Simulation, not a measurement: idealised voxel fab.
This section sets out a process module, namely voxel released beams.
We display cut, a cross-section 270 nm in width whose square cells are each 5 nm.
How to read a cross-section here: the picture is a grid of square cells, written as bands going from the top down, and any band can span one or more rows of cells.
Heads up on the band format: heights come first, top then bottom, in nm. After that it's the materials left to right, each with its width in nm. A single material flagged "edge to edge" fills the whole band edge to edge, and "empty" means there's empty space there.
Below 0: as-received wafer, all one material; heights counted from there. Lowest band: no bottom, goes on down, written "0 -> down".
The width entry "30..40" should be interpreted row by row: the top row of cells in the band takes the first number, the bottom row takes the second number, and the change between adjacent rows is uniform throughout.
Key: "identical to before" - step with no changed cell in the cross-section.
What "Unvented internal voids" gives you is every empty space of 8 cells or more that is cut off from the top. Each appears as width x height at distance, with the distance taken from the left edge and width, height and distance all in nm.
Read whatever lies past the settings on a step's line as the simulator's own remark about the step.
overlay nm: mask right of planned place by this much (step with mask). Neg. = left.
List of planned process steps:
1 RECEIVE with material Si
2 CONFORMAL_DEP with material Al2O3, thk nm 10
3 DIRECTIONAL_DEP with material SiO2, thk nm 15
4 PATTERN with tone open, mask id ANCHOR, material resist, width nm 40, thk nm 15, overlay nm 0
5 DIRECTIONAL_ETCH with etch materials SiO2, depth nm 15
6 STRIP with etch materials resist
7 CONFORMAL_DEP with material polySi, thk nm 15
8 PATTERN with tone cover, mask id BEAM, material resist, width nm 125, thk nm 20, overlay nm 0
9 DIRECTIONAL_ETCH with etch materials polySi, depth nm 15
10 STRIP with etch materials resist
11 STRIP with etch materials SiO2
Delivered wafer in cross-section: state after step 1:
    0 -> down  Si edge to edge
    Unvented internal voids: none
The first of two wafers, cross-sectioned at the end of the module, with the run proceeding as planned:
    40 -> 25  70 nm empty | 20 nm polySi | 10 nm empty | 95 nm polySi | 75 nm empty
    25 -> 10  75 nm empty | 40 nm polySi | 155 nm empty
    10 -> 0  Al2O3 edge to edge
    0 -> down  Si edge to edge
    Unvented internal voids: none
Cross-sectional image of the second wafer of the two following completion of the module. Starting state and process plan were the same as for the first wafer; one execution error occurred:
    30 -> 15  70 nm empty | 20 nm polySi | 10 nm empty | 95 nm polySi | 75 nm empty
    15 -> 0  75 nm empty | 40 nm polySi | 155 nm empty
    0 -> down  Si edge to edge
    Unvented internal voids: none
Misprocessing identified: execution of step 2 of the plan did not take place, the step having been omitted
Materials where the second wafer ends with more or fewer cells than the first: -108 Al2O3
